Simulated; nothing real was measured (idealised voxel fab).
Documented hereafter: the process module known as voxel wiring stack.
Shown is cross-section cut, with a width of 260 nm and square cells of size 5 nm.
Each cross-section below is a grid of square cells, stated as bands in top-down order, with one or more rows of cells making up each band. The band entry comprises the height of the band's top followed by the height of its bottom, expressed in nm, and subsequently the band's materials from left to right, each stated together with its width in nm. Where a single material is marked with the word "full width", that material fills the band from edge to edge. The word "blank" represents empty space. Convention: height 0 is the level below which the wafer, as received, is all one material. The lowest band does not terminate at the bottom but continues downward, represented as "0 -> down". Think of "30..40" as a width that walks from the first number to the second as you go down the band, top row to bottom row, taking equal-sized steps from row to row. Key: "stayed the same" - step with no changed cell in the cross-section. Entry "Sealed void inventory" = empty spaces >= 8 cells with no open way to the top; each as width x height at distance, distance from left edge, all nm. Post-settings text on a step line: simulator's own remark regarding the step. "overlay nm" on a masked step: distance the mask lay right of its planned place, negative for left.

### Process steps foreseen in the plan
step 1: op RECEIVE | material Si
step 2: op CONFORMAL_DEP | material SiO2 | thk nm 10
step 3: op CONFORMAL_DEP | material SiCN | thk nm 5
step 4: op DIRECTIONAL_DEP | material SiO2 | thk nm 15
step 5: op PATTERN | tone open | mask id METAL_1 | material resist | width nm 30 | pitch nm 55 | thk nm 20 | overlay nm 0
step 6: op DIRECTIONAL_ETCH | etch materials SiO2 | depth nm 15
step 7: op DIRECTIONAL_ETCH | etch materials SiCN | depth nm 5
step 8: op STRIP | etch materials resist
step 9: op CONFORMAL_DEP | material TiN | thk nm 5
step 10: op FILL_DEP | material Cu | thk nm 5
step 11: op CMP | height nm 30
step 12: op CONFORMAL_DEP | material SiCN | thk nm 5
step 13: op DIRECTIONAL_DEP | material SiO2 | thk nm 20
step 14: op MASKED_ETCH | tone open | mask id PLUG_1 | width nm 15 | pitch nm 55 | etch materials SiO2 | depth nm 20 | overlay nm 0
step 15: op MASKED_ETCH | tone open | mask id PLUG_1 | width nm 15 | pitch nm 55 | etch materials SiCN | depth nm 5 | overlay nm 0
step 16: op EPI | material Ru | thk nm 10
step 17: op EPI | material Ru | thk nm 10
step 18: op EPI | material Ru | thk nm 5
step 19: op CONFORMAL_DEP | material SiCN | thk nm 5
step 20: op DIRECTIONAL_DEP | material lowk | thk nm 20
step 21: op PATTERN | tone open | mask id METAL_2 | material resist | width nm 30 | pitch nm 55 | thk nm 20 | overlay nm 0
step 22: op DIRECTIONAL_ETCH | etch materials lowk | depth nm 20
step 23: op DIRECTIONAL_ETCH | etch materials SiCN | depth nm 5
step 24: op STRIP | etch materials resist
step 25: op CONFORMAL_DEP | material TiN | thk nm 5
step 26: op FILL_DEP | material Cu | thk nm 10
step 27: op CMP | height nm 80
step 28: op CONFORMAL_DEP | material SiCN | thk nm 5
step 29: op DIRECTIONAL_DEP | material lowk | thk nm 30
step 30: op MASKED_ETCH | tone open | mask id METAL_3_HOLES | width nm 15 | pitch nm 55 | etch materials lowk | depth nm 30 | overlay nm 0
step 31: op MASKED_ETCH | tone open | mask id METAL_3 | width nm 30 | pitch nm 55 | etch materials lowk | depth nm 20 | overlay nm 0
step 32: op MASKED_ETCH | tone open | mask id METAL_3 | width nm 30 | pitch nm 55 | etch materials SiCN | depth nm 5 | overlay nm 0
step 33: op CONFORMAL_DEP | material TiN | thk nm 5
step 34: op FILL_DEP | material Cu | thk nm 5
step 35: op CMP | height nm 115
step 36: op CONFORMAL_DEP | material SiCN | thk nm 5
step 37: op DIRECTIONAL_DEP | material lowk | thk nm 10
step 38: op DIRECTIONAL_DEP | material aC | thk nm 10
step 39: op PATTERN | tone open | mask id PLUG_3 | material resist | width nm 15 | thk nm 25 | overlay nm 0
step 40: op DIRECTIONAL_ETCH | etch materials aC | depth nm 10
step 41: op STRIP | etch materials resist
step 42: op DIRECTIONAL_ETCH | etch materials lowk | depth nm 10
step 43: op DIRECTIONAL_ETCH | etch materials SiCN | depth nm 5
step 44: op STRIP | etch materials aC
step 45: op CONFORMAL_DEP | material TiN | thk nm 5
step 46: op FILL_DEP | material W | thk nm 10
step 47: op CMP | height nm 130
step 48: op CONFORMAL_DEP | material SiN | thk nm 5
step 49: op DIRECTIONAL_DEP | material lowk | thk nm 25
step 50: op MASKED_ETCH | tone open | mask id METAL_4 | width nm 30 | pitch nm 55 | etch materials lowk | depth nm 25 | overlay nm 0
step 51: op MASKED_ETCH | tone open | mask id METAL_4 | width nm 30 | pitch nm 55 | etch materials SiN | depth nm 5 | overlay nm 0
step 52: op CONFORMAL_DEP | material TiN | thk nm 5
step 53: op FILL_DEP | material Cu | thk nm 5
step 54: op CMP | height nm 160
step 55: op EPI | material Ru | thk nm 5
step 56: op FILL_DEP | material SiCN | thk nm 5

### First of the two wafers, run per plan

### Wafer as received: cross-section following step 1
- 0 -> down  Si full width
- Sealed void inventory: none

### Wafer section view after processing step 2
- 10 -> 0  SiO2 full width
- At heights below 0, the structure remains unaltered.

### Wafer section view after processing step 3
- 15 -> 10  SiCN full width
- At heights below 10, the structure remains unaltered.

### Wafer section view after processing step 4
- 30 -> 15  SiO2 full width
- At heights below 15, the structure remains unaltered.

### Wafer section view after processing step 5
- 50 -> 30  85 resist  30 blank  25 resist  30 blank  90 resist
- At heights below 30, the structure remains unaltered.

### Wafer section view after processing step 6
- 50 -> 30  85 resist  30 blank  25 resist  30 blank  90 resist
- 30 -> 15  85 SiO2  30 blank  25 SiO2  30 blank  90 SiO2
- At heights below 15, the structure remains unaltered.

### Wafer section view after processing step 7
- 50 -> 30  85 resist  30 blank  25 resist  30 blank  90 resist
- 30 -> 15  85 SiO2  30 blank  25 SiO2  30 blank  90 SiO2
- 15 -> 10  85 SiCN  30 blank  25 SiCN  30 blank  90 SiCN
- At heights below 10, the structure remains unaltered.

### Wafer section view after processing step 8
- 30 -> 15  85 SiO2  30 blank  25 SiO2  30 blank  90 SiO2
- At heights below 15, the structure remains unaltered.

### Wafer section view after processing step 9
- 35 -> 30  90 TiN  20 blank  35 TiN  20 blank  95 TiN
- 30 -> 15  85 SiO2  5 TiN  20 blank  5 TiN  25 SiO2  5 TiN  20 blank  5 TiN  90 SiO2
- 15 -> 10  85 SiCN  30 TiN  25 SiCN  30 TiN  90 SiCN
- At heights below 10, the structure remains unaltered.

### Wafer section view after processing step 10
- 40 -> 35  Cu full width
- 35 -> 30  90 TiN  20 Cu  35 TiN  20 Cu  95 TiN
- 30 -> 15  85 SiO2  5 TiN  20 Cu  5 TiN  25 SiO2  5 TiN  20 Cu  5 TiN  90 SiO2
- At heights below 15, the structure remains unaltered.

### Wafer section view after processing step 11
- 30 -> 15  85 SiO2  5 TiN  20 Cu  5 TiN  25 SiO2  5 TiN  20 Cu  5 TiN  90 SiO2
- At heights below 15, the structure remains unaltered.

### Wafer section view after processing step 12
- 35 -> 30  SiCN full width
- At heights below 30, the structure remains unaltered.

### Wafer section view after processing step 13
- 55 -> 35  SiO2 full width
- At heights below 35, the structure remains unaltered.

### Wafer section view after processing step 14
- 55 -> 35  85 SiO2  15 blank  40 SiO2  15 blank  105 SiO2
- At heights below 35, the structure remains unaltered.

### Wafer section view after processing step 15
- 55 -> 35  85 SiO2  15 blank  40 SiO2  15 blank  105 SiO2
- 35 -> 30  85 SiCN  15 blank  40 SiCN  15 blank  105 SiCN
- At heights below 30, the structure remains unaltered.

### Wafer section view after processing step 16
- 55 -> 40  85 SiO2  15 blank  40 SiO2  15 blank  105 SiO2
- 40 -> 35  85 SiO2  15 Ru  40 SiO2  15 Ru  105 SiO2
- 35 -> 30  85 SiCN  15 Ru  40 SiCN  15 Ru  105 SiCN
- At heights below 30, the structure remains unaltered.

### Wafer section view after processing step 17
- 55 -> 50  85 SiO2  15 blank  40 SiO2  15 blank  105 SiO2
- 50 -> 35  85 SiO2  15 Ru  40 SiO2  15 Ru  105 SiO2
- At heights below 35, the structure remains unaltered.

### Wafer section view after processing step 18
- 55 -> 35  85 SiO2  15 Ru  40 SiO2  15 Ru  105 SiO2
- At heights below 35, the structure remains unaltered.

### Wafer section view after processing step 19
- 60 -> 55  SiCN full width
- At heights below 55, the structure remains unaltered.

### Wafer section view after processing step 20
- 80 -> 60  lowk full width
- At heights below 60, the structure remains unaltered.

### Wafer section view after processing step 21
- 100 -> 80  85 resist  30 blank  25 resist  30 blank  90 resist
- At heights below 80, the structure remains unaltered.

### Wafer section view after processing step 22
- 100 -> 80  85 resist  30 blank  25 resist  30 blank  90 resist
- 80 -> 60  85 lowk  30 blank  25 lowk  30 blank  90 lowk
- At heights below 60, the structure remains unaltered.

### Wafer section view after processing step 23
- 100 -> 80  85 resist  30 blank  25 resist  30 blank  90 resist
- 80 -> 60  85 lowk  30 blank  25 lowk  30 blank  90 lowk
- 60 -> 55  85 SiCN  30 blank  25 SiCN  30 blank  90 SiCN
- At heights below 55, the structure remains unaltered.

### Wafer section view after processing step 24
- 80 -> 60  85 lowk  30 blank  25 lowk  30 blank  90 lowk
- At heights below 60, the structure remains unaltered.

### Wafer section view after processing step 25
- 85 -> 80  90 TiN  20 blank  35 TiN  20 blank  95 TiN
- 80 -> 60  85 lowk  5 TiN  20 blank  5 TiN  25 lowk  5 TiN  20 blank  5 TiN  90 lowk
- 60 -> 55  85 SiCN  30 TiN  25 SiCN  30 TiN  90 SiCN
- At heights below 55, the structure remains unaltered.

### Wafer section view after processing step 26
- 95 -> 85  Cu full width
- 85 -> 80  90 TiN  20 Cu  35 TiN  20 Cu  95 TiN
- 80 -> 60  85 lowk  5 TiN  20 Cu  5 TiN  25 lowk  5 TiN  20 Cu  5 TiN  90 lowk
- At heights below 60, the structure remains unaltered.

### Wafer section view after processing step 27
- 80 -> 60  85 lowk  5 TiN  20 Cu  5 TiN  25 lowk  5 TiN  20 Cu  5 TiN  90 lowk
- At heights below 60, the structure remains unaltered.

### Wafer section view after processing step 28
- 85 -> 80  SiCN full width
- At heights below 80, the structure remains unaltered.

### Wafer section view after processing step 29
- 115 -> 85  lowk full width
- At heights below 85, the structure remains unaltered.

### Wafer section view after processing step 30
- 115 -> 85  85 lowk  15 blank  40 lowk  15 blank  105 lowk
- At heights below 85, the structure remains unaltered.

### Wafer section view after processing step 31
- 115 -> 95  85 lowk  30 blank  25 lowk  30 blank  90 lowk
- At heights below 95, the structure remains unaltered.

### Wafer section view after processing step 32
- 115 -> 95  85 lowk  30 blank  25 lowk  30 blank  90 lowk
- 95 -> 85  85 lowk  15 blank  40 lowk  15 blank  105 lowk
- 85 -> 80  85 SiCN  15 blank  40 SiCN  15 blank  105 SiCN
- At heights below 80, the structure remains unaltered.

### Wafer section view after processing step 33
- 120 -> 115  90 TiN  20 blank  35 TiN  20 blank  95 TiN
- 115 -> 100  85 lowk  5 TiN  20 blank  5 TiN  25 lowk  5 TiN  20 blank  5 TiN  90 lowk
- 100 -> 95  85 lowk  5 TiN  5 blank  20 TiN  25 lowk  5 TiN  5 blank  20 TiN  90 lowk
- 95 -> 85  85 lowk  5 TiN  5 blank  5 TiN  40 lowk  5 TiN  5 blank  5 TiN  105 lowk
- 85 -> 80  85 SiCN  15 TiN  40 SiCN  15 TiN  105 SiCN
- At heights below 80, the structure remains unaltered.

### Wafer section view after processing step 34
- 125 -> 120  Cu full width
- 120 -> 115  90 TiN  20 Cu  35 TiN  20 Cu  95 TiN
- 115 -> 100  85 lowk  5 TiN  20 Cu  5 TiN  25 lowk  5 TiN  20 Cu  5 TiN  90 lowk
- 100 -> 95  85 lowk  5 TiN  5 Cu  20 TiN  25 lowk  5 TiN  5 Cu  20 TiN  90 lowk
- 95 -> 85  85 lowk  5 TiN  5 Cu  5 TiN  40 lowk  5 TiN  5 Cu  5 TiN  105 lowk
- At heights below 85, the structure remains unaltered.

### Wafer section view after processing step 35
- 115 -> 100  85 lowk  5 TiN  20 Cu  5 TiN  25 lowk  5 TiN  20 Cu  5 TiN  90 lowk
- At heights below 100, the structure remains unaltered.

### Wafer section view after processing step 36
- 120 -> 115  SiCN full width
- At heights below 115, the structure remains unaltered.

### Wafer section view after processing step 37
- 130 -> 120  lowk full width
- At heights below 120, the structure remains unaltered.

### Wafer section view after processing step 38
- 140 -> 130  aC full width
- At heights below 130, the structure remains unaltered.

### Wafer section view after processing step 39
- 165 -> 140  85 resist  15 blank  160 resist
- At heights below 140, the structure remains unaltered.

### Wafer section view after processing step 40
- 155 -> 140  85 resist  15 blank  160 resist
- 140 -> 130  85 aC  15 blank  160 aC
- At heights below 130, the structure remains unaltered.

### Wafer section view after processing step 41
- 140 -> 130  85 aC  15 blank  160 aC
- At heights below 130, the structure remains unaltered.

### Wafer section view after processing step 42
- 140 -> 130  85 aC  15 blank  160 aC
- 130 -> 120  85 lowk  15 blank  160 lowk
- At heights below 120, the structure remains unaltered.

### Wafer section view after processing step 43
- 140 -> 130  85 aC  15 blank  160 aC
- 130 -> 120  85 lowk  15 blank  160 lowk
- 120 -> 115  85 SiCN  15 blank  160 SiCN
- At heights below 115, the structure remains unaltered.

### Wafer section view after processing step 44
- 130 -> 120  85 lowk  15 blank  160 lowk
- At heights below 120, the structure remains unaltered.

### Wafer section view after processing step 45
- 135 -> 130  90 TiN  5 blank  165 TiN
- 130 -> 120  85 lowk  5 TiN  5 blank  5 TiN  160 lowk
- 120 -> 115  85 SiCN  15 TiN  160 SiCN
- At heights below 115, the structure remains unaltered.

### Wafer section view after processing step 46
- 145 -> 135  W full width
- 135 -> 130  90 TiN  5 W  165 TiN
- 130 -> 120  85 lowk  5 TiN  5 W  5 TiN  160 lowk
- At heights below 120, the structure remains unaltered.

### Wafer section view after processing step 47
- 130 -> 120  85 lowk  5 TiN  5 W  5 TiN  160 lowk
- At heights below 120, the structure remains unaltered.

### Wafer section view after processing step 48
- 135 -> 130  SiN full width
- At heights below 130, the structure remains unaltered.

### Wafer section view after processing step 49
- 160 -> 135  lowk full width
- At heights below 135, the structure remains unaltered.

### Wafer section view after processing step 50
- 160 -> 135  85 lowk  30 blank  25 lowk  30 blank  90 lowk
- At heights below 135, the structure remains unaltered.

### Wafer section view after processing step 51
- 160 -> 135  85 lowk  30 blank  25 lowk  30 blank  90 lowk
- 135 -> 130  85 SiN  30 blank  25 SiN  30 blank  90 SiN
- At heights below 130, the structure remains unaltered.

### Wafer section view after processing step 52
- 165 -> 160  90 TiN  20 blank  35 TiN  20 blank  95 TiN
- 160 -> 135  85 lowk  5 TiN  20 blank  5 TiN  25 lowk  5 TiN  20 blank  5 TiN  90 lowk
- 135 -> 130  85 SiN  30 TiN  25 SiN  30 TiN  90 SiN
- At heights below 130, the structure remains unaltered.

### Wafer section view after processing step 53
- 170 -> 165  Cu full width
- 165 -> 160  90 TiN  20 Cu  35 TiN  20 Cu  95 TiN
- 160 -> 135  85 lowk  5 TiN  20 Cu  5 TiN  25 lowk  5 TiN  20 Cu  5 TiN  90 lowk
- At heights below 135, the structure remains unaltered.

### Wafer section view after processing step 54
- 160 -> 135  85 lowk  5 TiN  20 Cu  5 TiN  25 lowk  5 TiN  20 Cu  5 TiN  90 lowk
- At heights below 135, the structure remains unaltered.

### Wafer section view after processing step 55
- 165 -> 160  80 blank  40 Ru  15 blank  40 Ru  85 blank
- At heights below 160, the structure remains unaltered.

### Wafer section view after processing step 56
- 170 -> 165  SiCN full width
- 165 -> 160  80 SiCN  40 Ru  15 SiCN  40 Ru  85 SiCN
- At heights below 160, the structure remains unaltered.

### Second Wafer (Identical Start and Plan, One Processing Error; Matches First Wafer Through Step 49)

### Cross-section of the second wafer at the time by which step 50 should have been completed according to the plan
- 160 -> 135  75 lowk  30 blank  25 lowk  30 blank  100 lowk
- At heights below 135, the structure remains unaltered.

### Cross-section of the second wafer at the time by which step 51 should have been completed according to the plan
- 160 -> 135  75 lowk  30 blank  25 lowk  30 blank  100 lowk
- 135 -> 130  85 SiN  20 blank  35 SiN  20 blank  100 SiN
- At heights below 130, the structure remains unaltered.

### Cross-section of the second wafer at the time by which step 52 should have been completed according to the plan
- 165 -> 160  80 TiN  20 blank  35 TiN  20 blank  105 TiN
- 160 -> 140  75 lowk  5 TiN  20 blank  5 TiN  25 lowk  5 TiN  20 blank  5 TiN  100 lowk
- 140 -> 135  75 lowk  15 TiN  10 blank  5 TiN  25 lowk  15 TiN  10 blank  5 TiN  100 lowk
- 135 -> 130  85 SiN  20 TiN  35 SiN  20 TiN  100 SiN
- At heights below 130, the structure remains unaltered.

### Cross-section of the second wafer at the time by which step 53 should have been completed according to the plan
- 170 -> 165  Cu full width
- 165 -> 160  80 TiN  20 Cu  35 TiN  20 Cu  105 TiN
- 160 -> 140  75 lowk  5 TiN  20 Cu  5 TiN  25 lowk  5 TiN  20 Cu  5 TiN  100 lowk
- 140 -> 135  75 lowk  15 TiN  10 Cu  5 TiN  25 lowk  15 TiN  10 Cu  5 TiN  100 lowk
- At heights below 135, the structure remains unaltered.

### Cross-section of the second wafer at the time by which step 54 should have been completed according to the plan
- 160 -> 140  75 lowk  5 TiN  20 Cu  5 TiN  25 lowk  5 TiN  20 Cu  5 TiN  100 lowk
- At heights below 140, the structure remains unaltered.

### Cross-section of the second wafer at the time by which step 55 should have been completed according to the plan
- 165 -> 160  70 blank  40 Ru  15 blank  40 Ru  95 blank
- At heights below 160, the structure remains unaltered.

### Cross-section of the second wafer at the time by which step 56 should have been completed according to the plan
- 170 -> 165  SiCN full width
- 165 -> 160  70 SiCN  40 Ru  15 SiCN  40 Ru  95 SiCN
- At heights below 160, the structure remains unaltered.
Finding, execution versus plan: off-plan run, step 50, actual operation and settings op MASKED_ETCH | tone open | mask id METAL_4 | width nm 30 | pitch nm 55 | etch materials lowk | depth nm 25 | overlay nm -10
The second wafer ends with more or fewer cells of some materials than the first, per final count: Cu -4; SiN +4
